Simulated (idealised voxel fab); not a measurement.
voxel released beams: a process module
Cross-section cut: width 190 nm, square cells of 5 nm.
This document writes a cross-section as a grid whose cells are square, and gives it as bands, listed from the top down; one or more rows of cells form a band.
The entry gives the band's vertical extent as a top height and a bottom height in nm, then its horizontal make-up as materials from left to right, each with a width in nm. "blank" stands for empty space; a single material marked "edge to edge" fills the band edge to edge.
Height is counted from the level 0, under which the received wafer is composed throughout of one material. The lowest of the bands is not closed at the bottom but continues downward, in the notation "0..down".
The two numbers in a width such as "30..40" mark its ends across the band: the first belongs to the top row of cells, the second to the bottom row, and from each row to the next the width moves by the same amount.
Take "stayed the same" at face value: in the step it is given for, the cross-section changed in none of its cells.
Any empty space of 8 cells or more lacking an open way to the top shows up in "Enclosed cavities" as width x height at distance, distance from the left edge, in nm.
Text after the settings on a step's line: the simulator's own remark on that step.
overlay nm: mask right of planned place by this much (step with mask). Neg. = left.
Pairs follow: section before one process step, section after it down to the lowest changed band, step with settings underneath. Pairs may come from different runs of this module on the same starting wafer; continuity with the pair above only as stated in the "Status before step" entry.
Status before step:
* 0..down: Si edge to edge
* Enclosed cavities: none
Step Outcome:
* 5..0: Al2O3 edge to edge
* Under the height 0 nothing was changed.
* Enclosed cavities: none
The step that takes the structure from the upper cross-section to the lower one is CONFORMAL_DEP | material Al2O3 | thk nm 5
Status before step: refer to the pair immediately above; the cross-section shown after its step is the state before this one.
Step Outcome:
* 25..5: SiO2 edge to edge
* Under the height 5 nothing was changed.
* Enclosed cavities: none
The step that takes the structure from the upper cross-section to the lower one is DIRECTIONAL_DEP | material SiO2 | thk nm 20
Status before step: refer to the pair immediately above; the cross-section shown after its step is the state before this one.
Step Outcome:
* 25..5: 50 nm SiO2 | 35 nm blank | 105 nm SiO2
* Under the height 5 nothing was changed.
* Enclosed cavities: none
The step that takes the structure from the upper cross-section to the lower one is MASKED_ETCH | tone open | mask id ANCHOR | width nm 35 | etch materials SiO2 | depth nm 20 | overlay nm 0
Status before step: refer to the pair immediately above; the cross-section shown after its step is the state before this one.
Step Outcome:
* 40..25: 65 nm W | 5 nm blank | 120 nm W
* 25..20: 50 nm SiO2 | 15 nm W | 5 nm blank | 15 nm W | 105 nm SiO2
* 20..5: 50 nm SiO2 | 35 nm W | 105 nm SiO2
* Under the height 5 nothing was changed.
* Enclosed cavities: none
The step that takes the structure from the upper cross-section to the lower one is CONFORMAL_DEP | material W | thk nm 15
Status before step: refer to the pair immediately above; the cross-section shown after its step is the state before this one.
Step Outcome:
* 40..25: 45 nm blank | 20 nm W | 5 nm blank | 65 nm W | 55 nm blank
* Under the height 25 nothing was changed.
* Enclosed cavities: none
The step that takes the structure from the upper cross-section to the lower one is MASKED_ETCH | tone cover | mask id BEAM | width nm 90 | etch materials W | depth nm 15 | overlay nm 0
Status before step: refer to the pair immediately above; the cross-section shown after its step is the state before this one.
Step Outcome:
* 40..25: 45 nm blank | 20 nm W | 5 nm blank | 65 nm W | 55 nm blank
* 25..20: 50 nm blank | 15 nm W | 5 nm blank | 15 nm W | 105 nm blank
* 20..5: 50 nm blank | 35 nm W | 105 nm blank
* Under the height 5 nothing was changed.
* Enclosed cavities: none
The step that takes the structure from the upper cross-section to the lower one is STRIP | etch materials SiO2
Status before step:
* 0..down: Si edge to edge
* Enclosed cavities: none
Step Outcome:
* 20..0: SiO2 edge to edge
* Under the height 0 nothing was changed.
* Enclosed cavities: none
The step that takes the structure from the upper cross-section to the lower one is DIRECTIONAL_DEP | material SiO2 | thk nm 20
Status before step: refer to the pair immediately above; the cross-section shown after its step is the state before this one.
Step Outcome:
* 20..0: 50 nm SiO2 | 35 nm blank | 105 nm SiO2
* Under the height 0 nothing was changed.
* Enclosed cavities: none
The step that takes the structure from the upper cross-section to the lower one is MASKED_ETCH | tone open | mask id ANCHOR | width nm 35 | etch materials SiO2 | depth nm 20 | overlay nm 0
Status before step: refer to the pair immediately above; the cross-section shown after its step is the state before this one.
Step Outcome:
* 35..20: 65 nm W | 5 nm blank | 120 nm W
* 20..15: 50 nm SiO2 | 15 nm W | 5 nm blank | 15 nm W | 105 nm SiO2
* 15..0: 50 nm SiO2 | 35 nm W | 105 nm SiO2
* Under the height 0 nothing was changed.
* Enclosed cavities: none
The step that takes the structure from the upper cross-section to the lower one is CONFORMAL_DEP | material W | thk nm 15
Status before step: refer to the pair immediately above; the cross-section shown after its step is the state before this one.
Step Outcome:
* 35..20: 45 nm blank | 20 nm W | 5 nm blank | 65 nm W | 55 nm blank
* Under the height 20 nothing was changed.
* Enclosed cavities: none
The step that takes the structure from the upper cross-section to the lower one is MASKED_ETCH | tone cover | mask id BEAM | width nm 90 | etch materials W | depth nm 15 | overlay nm 0
Status before step: refer to the pair immediately above; the cross-section shown after its step is the state before this one.
Step Outcome:
* 35..20: 45 nm blank | 20 nm W | 5 nm blank | 65 nm W | 55 nm blank
* 20..15: 50 nm blank | 15 nm W | 5 nm blank | 15 nm W | 105 nm blank
* 15..0: 50 nm blank | 35 nm W | 105 nm blank
* Under the height 0 nothing was changed.
* Enclosed cavities: none
The step that takes the structure from the upper cross-section to the lower one is STRIP | etch materials SiO2
Status before step:
* 40..25: 65 nm W | 5 nm blank | 120 nm W
* 25..20: 50 nm SiO2 | 15 nm W | 5 nm blank | 15 nm W | 105 nm SiO2
* 20..5: 50 nm SiO2 | 35 nm W | 105 nm SiO2
* 5..0: Al2O3 edge to edge
* 0..down: Si edge to edge
* Enclosed cavities: none
Step Outcome:
* 55..25: W edge to edge
* 25..5: 50 nm SiO2 | 35 nm W | 105 nm SiO2
* Under the height 5 nothing was changed.
* Enclosed cavities: none
The step that takes the structure from the upper cross-section to the lower one is CONFORMAL_DEP | material W | thk nm 15
Status before step: refer to the pair immediately above; the cross-section shown after its step is the state before this one.
Step Outcome:
* 55..40: 45 nm blank | 90 nm W | 55 nm blank
* Under the height 40 nothing was changed.
* Enclosed cavities: none
The step that takes the structure from the upper cross-section to the lower one is MASKED_ETCH | tone cover | mask id BEAM | width nm 90 | etch materials W | depth nm 15 | overlay nm 0
Status before step:
* 20..0: SiO2 edge to edge
* 0..down: Si edge to edge
* Enclosed cavities: none
Step Outcome:
* 25..20: Al2O3 edge to edge
* Under the height 20 nothing was changed.
* Enclosed cavities: none
The step that takes the structure from the upper cross-section to the lower one is CONFORMAL_DEP | material Al2O3 | thk nm 5
Status before step: refer to the pair immediately above; the cross-section shown after its step is the state before this one.
Step Outcome:
* 40..25: W edge to edge
* Under the height 25 nothing was changed.
* Enclosed cavities: none
The step that takes the structure from the upper cross-section to the lower one is CONFORMAL_DEP | material W | thk nm 15
Status before step: refer to the pair immediately above; the cross-section shown after its step is the state before this one.
Step Outcome:
* 40..25: 45 nm blank | 90 nm W | 55 nm blank
* Under the height 25 nothing was changed.
* Enclosed cavities: none
The step that takes the structure from the upper cross-section to the lower one is MASKED_ETCH | tone cover | mask id BEAM | width nm 90 | etch materials W | depth nm 15 | overlay nm 0
Status before step:
* 5..0: Al2O3 edge to edge
* 0..down: Si edge to edge
* Enclosed cavities: none
Step Outcome:
* 15..5: SiO2 edge to edge
* Under the height 5 nothing was changed.
* Enclosed cavities: none
The step that takes the structure from the upper cross-section to the lower one is DIRECTIONAL_DEP | material SiO2 | thk nm 10
Status before step: refer to the pair immediately above; the cross-section shown after its step is the state before this one.
Step Outcome:
* 15..5: 50 nm SiO2 | 35 nm blank | 105 nm SiO2
* Under the height 5 nothing was changed.
* Enclosed cavities: none
The step that takes the structure from the upper cross-section to the lower one is MASKED_ETCH | tone open | mask id ANCHOR | width nm 35 | etch materials SiO2 | depth nm 20 | overlay nm 0
Status before step: refer to the pair immediately above; the cross-section shown after its step is the state before this one.
Step Outcome:
* 30..20: 65 nm W | 5 nm blank | 120 nm W
* 20..15: W edge to edge
* 15..5: 50 nm SiO2 | 35 nm W | 105 nm SiO2
* Under the height 5 nothing was changed.
* Enclosed cavities: none
The step that takes the structure from the upper cross-section to the lower one is CONFORMAL_DEP | material W | thk nm 15
Status before step: refer to the pair immediately above; the cross-section shown after its step is the state before this one.
Step Outcome:
* 30..20: 45 nm blank | 20 nm W | 5 nm blank | 65 nm W | 55 nm blank
* 20..15: 45 nm blank | 90 nm W | 55 nm blank
* Under the height 15 nothing was changed.
* Enclosed cavities: none
The step that takes the structure from the upper cross-section to the lower one is MASKED_ETCH | tone cover | mask id BEAM | width nm 90 | etch materials W | depth nm 15 | overlay nm 0
Status before step: refer to the pair immediately above; the cross-section shown after its step is the state before this one.
Step Outcome:
* 30..20: 45 nm blank | 20 nm W | 5 nm blank | 65 nm W | 55 nm blank
* 20..15: 45 nm blank | 90 nm W | 55 nm blank
* 15..5: 50 nm blank | 35 nm W | 105 nm blank
* Under the height 5 nothing was changed.
* Enclosed cavities: none
The step that takes the structure from the upper cross-section to the lower one is STRIP | etch materials SiO2
Status before step:
* 25..5: SiO2 edge to edge
* 5..0: Al2O3 edge to edge
* 0..down: Si edge to edge
* Enclosed cavities: none
Step Outcome:
* 25..5: 45 nm SiO2 | 45 nm blank | 100 nm SiO2
* Under the height 5 nothing was changed.
* Enclosed cavities: none
The step that takes the structure from the upper cross-section to the lower one is MASKED_ETCH | tone open | mask id ANCHOR | width nm 45 | etch materials SiO2 | depth nm 20 | overlay nm 0
Status before step: refer to the pair immediately above; the cross-section shown after its step is the state before this one.
Step Outcome:
* 40..25: 60 nm W | 15 nm blank | 115 nm W
* 25..20: 45 nm SiO2 | 15 nm W | 15 nm blank | 15 nm W | 100 nm SiO2
* 20..5: 45 nm SiO2 | 45 nm W | 100 nm SiO2
* Under the height 5 nothing was changed.
* Enclosed cavities: none
The step that takes the structure from the upper cross-section to the lower one is CONFORMAL_DEP | material W | thk nm 15
Status before step: refer to the pair immediately above; the cross-section shown after its step is the state before this one.
Step Outcome:
* 40..25: 45 nm blank | 15 nm W | 15 nm blank | 60 nm W | 55 nm blank
* Under the height 25 nothing was changed.
* Enclosed cavities: none
The step that takes the structure from the upper cross-section to the lower one is MASKED_ETCH | tone cover | mask id BEAM | width nm 90 | etch materials W | depth nm 15 | overlay nm 0
Status before step: refer to the pair immediately above; the cross-section shown after its step is the state before this one.
Step Outcome:
* 40..25: 45 nm blank | 15 nm W | 15 nm blank | 60 nm W | 55 nm blank
* 25..20: 45 nm blank | 15 nm W | 15 nm blank | 15 nm W | 100 nm blank
* 20..5: 45 nm blank | 45 nm W | 100 nm blank
* Under the height 5 nothing was changed.
* Enclosed cavities: none
The step that takes the structure from the upper cross-section to the lower one is STRIP | etch materials SiO2
Status before step:
* 40..25: 65 nm W | 5 nm blank | 120 nm W
* 25..20: 50 nm SiO2 | 15 nm W | 5 nm blank | 15 nm W | 105 nm SiO2
* 20..5: 50 nm SiO2 | 35 nm W | 105 nm SiO2
* 5..0: Al2O3 edge to edge
* 0..down: Si edge to edge
* Enclosed cavities: none
Step Outcome:
* 40..25: 35 nm blank | 30 nm W | 5 nm blank | 55 nm W | 65 nm blank
* Under the height 25 nothing was changed.
* Enclosed cavities: none
The step that takes the structure from the upper cross-section to the lower one is MASKED_ETCH | tone cover | mask id BEAM | width nm 90 | etch materials W | depth nm 15 | overlay nm -10
Status before step: refer to the pair immediately above; the cross-section shown after its step is the state before this one.
Step Outcome:
* 40..25: 35 nm blank | 30 nm W | 5 nm blank | 55 nm W | 65 nm blank
* 25..20: 50 nm blank | 15 nm W | 5 nm blank | 15 nm W | 105 nm blank
* 20..5: 50 nm blank | 35 nm W | 105 nm blank
* Under the height 5 nothing was changed.
* Enclosed cavities: none
The step that takes the structure from the upper cross-section to the lower one is STRIP | etch materials SiO2
Status before step:
* 0..down: Si edge to edge
* Enclosed cavities: none
Step Outcome:
* 5..0: W edge to edge
* Under the height 0 nothing was changed.
* Enclosed cavities: none
The step that takes the structure from the upper cross-section to the lower one is CONFORMAL_DEP | material W | thk nm 5
Status before step: refer to the pair immediately above; the cross-section shown after its step is the state before this one.
Step Outcome:
* 25..5: SiO2 edge to edge
* Under the height 5 nothing was changed.
* Enclosed cavities: none
The step that takes the structure from the upper cross-section to the lower one is DIRECTIONAL_DEP | material SiO2 | thk nm 20
Status before step: refer to the pair immediately above; the cross-section shown after its step is the state before this one.
Step Outcome:
* 25..5: 50 nm SiO2 | 35 nm blank | 105 nm SiO2
* Under the height 5 nothing was changed.
* Enclosed cavities: none
The step that takes the structure from the upper cross-section to the lower one is MASKED_ETCH | tone open | mask id ANCHOR | width nm 35 | etch materials SiO2 | depth nm 20 | overlay nm 0
Status before step: refer to the pair immediately above; the cross-section shown after its step is the state before this one.
Step Outcome:
* 40..25: 65 nm W | 5 nm blank | 120 nm W
* 25..20: 50 nm SiO2 | 15 nm W | 5 nm blank | 15 nm W | 105 nm SiO2
* 20..5: 50 nm SiO2 | 35 nm W | 105 nm SiO2
* Under the height 5 nothing was changed.
* Enclosed cavities: none
The step that takes the structure from the upper cross-section to the lower one is CONFORMAL_DEP | material W | thk nm 15
Status before step: refer to the pair immediately above; the cross-section shown after its step is the state before this one.
Step Outcome:
* 40..25: 45 nm blank | 20 nm W | 5 nm blank | 65 nm W | 55 nm blank
* Under the height 25 nothing was changed.
* Enclosed cavities: none
The step that takes the structure from the upper cross-section to the lower one is MASKED_ETCH | tone cover | mask id BEAM | width nm 90 | etch materials W | depth nm 15 | overlay nm 0
Status before step: refer to the pair immediately above; the cross-section shown after its step is the state before this one.
Step Outcome:
* 40..25: 45 nm blank | 20 nm W | 5 nm blank | 65 nm W | 55 nm blank
* 25..20: 50 nm blank | 15 nm W | 5 nm blank | 15 nm W | 105 nm blank
* 20..5: 50 nm blank | 35 nm W | 105 nm blank
* Under the height 5 nothing was changed.
* Enclosed cavities: none
The step that takes the structure from the upper cross-section to the lower one is STRIP | etch materials SiO2
Status before step:
* 25..5: SiO2 edge to edge
* 5..0: Al2O3 edge to edge
* 0..down: Si edge to edge
* Enclosed cavities: none
Step Outcome:
* 25..5: 50 nm blank | 35 nm SiO2 | 105 nm blank
* Under the height 5 nothing was changed.
* Enclosed cavities: none
The step that takes the structure from the upper cross-section to the lower one is MASKED_ETCH | tone cover | mask id ANCHOR | width nm 35 | etch materials SiO2 | depth nm 20 | overlay nm 0
Status before step: refer to the pair immediately above; the cross-section shown after its step is the state before this one.
Step Outcome:
* 40..25: 35 nm blank | 65 nm W | 90 nm blank
* 25..20: 35 nm blank | 15 nm W | 35 nm SiO2 | 15 nm W | 90 nm blank
* 20..5: 50 nm W | 35 nm SiO2 | 105 nm W
* Under the height 5 nothing was changed.
* Enclosed cavities: none
The step that takes the structure from the upper cross-section to the lower one is CONFORMAL_DEP | material W | thk nm 15
Status before step: refer to the pair immediately above; the cross-section shown after its step is the state before this one.
Step Outcome:
* 40..25: 45 nm blank | 55 nm W | 90 nm blank
* 25..20: 35 nm blank | 15 nm W | 35 nm SiO2 | 15 nm W | 90 nm blank
* 20..5: 35 nm blank | 15 nm W | 35 nm SiO2 | 50 nm W | 55 nm blank
* Under the height 5 nothing was changed.
* Enclosed cavities: none
The step that takes the structure from the upper cross-section to the lower one is MASKED_ETCH | tone cover | mask id BEAM | width nm 90 | etch materials W | depth nm 15 | overlay nm 0
